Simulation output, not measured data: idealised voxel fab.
process module | voxel ribs on slabs
cross-section cut | 165 nm wide | cells 5 nm
A cross-section is a grid of square cells, given in bands from the top down. A band is one or more rows of cells.
Each band's line starts with the height of the band's top and of its bottom, in nm. Then come its materials from left to right, each with its width in nm. One material with "throughout" fills the band from edge to edge. "air" is empty space.
Height 0 is the level under which the wafer as received is all one material. The lowest band goes on downwards, as in "0 down".
A width such as "30 to 40" changes by the same amount from each row of cells to the next, from the band's top row to its bottom row.
"no change" after a step means that no cell of the cross-section changed.
closed voids: empty space of 8 cells or more with no open way to the top, each as width x height at its distance from the left edge, in nm
after a step's settings: what the simulator itself notes on the step
overlay nm, on a step with a mask: how far to the right of its planned place the mask lay; to the left if negative
plan
1 op RECEIVE | material Si
2 op DIRECTIONAL_DEP | material SiO2 | thk nm 20
3 op DIRECTIONAL_DEP | material polySi | thk nm 20
4 op PATTERN | tone cover | mask id RIB | material resist | width nm 15 | thk nm 15 | overlay nm 0
5 op DIRECTIONAL_ETCH | etch materials polySi | depth nm 15
6 op STRIP | etch materials resist
7 op DIRECTIONAL_DEP | material aC | thk nm 15
8 op PATTERN | tone cover | mask id SLAB | material resist | width nm 55 | thk nm 30 | overlay nm 0
9 op DIRECTIONAL_ETCH | etch materials aC | depth nm 15
10 op STRIP | etch materials resist
11 op DIRECTIONAL_ETCH | etch materials polySi | depth nm 5
12 op STRIP | etch materials aC
13 op FILL_DEP | material SiO2 | thk nm 30
14 op CMP | height nm 60
15 op DIRECTIONAL_DEP | material W | thk nm 5
16 op DIRECTIONAL_DEP | material aC | thk nm 15
17 op PATTERN | tone cover | mask id HEATER | material resist | width nm 25 | thk nm 35 | overlay nm 0
18 op DIRECTIONAL_ETCH | etch materials aC | depth nm 15
19 op STRIP | etch materials resist
20 op DIRECTIONAL_ETCH | etch materials W | depth nm 5
21 op STRIP | etch materials aC
22 op CONFORMAL_DEP | material SiO2 | thk nm 5
as received, after step 1
  0 down: Si throughout
  closed voids: none
first wafer at the end, as planned
  70 to 65: air 65 | SiO2 35 | air 65
  65 to 60: SiO2 70 | W 25 | SiO2 70
  60 to 40: SiO2 throughout
  40 to 25: SiO2 75 | polySi 15 | SiO2 75
  25 to 20: SiO2 55 | polySi 55 | SiO2 55
  20 to 0: SiO2 throughout
  0 down: Si throughout
  closed voids: none
second wafer at the end: like start, like plan, one mistake
  70 to 65: air 65 | SiO2 35 | air 65
  65 to 60: SiO2 70 | W 25 | SiO2 70
  60 to 20: polySi throughout
  20 to 0: SiO2 throughout
  0 down: Si throughout
  closed voids: none
what went wrong: step 13 ran as: op FILL_DEP | material polySi | thk nm 30
at the end the second wafer has, in cells: 244 fewer of SiO2 | 244 more of polySi
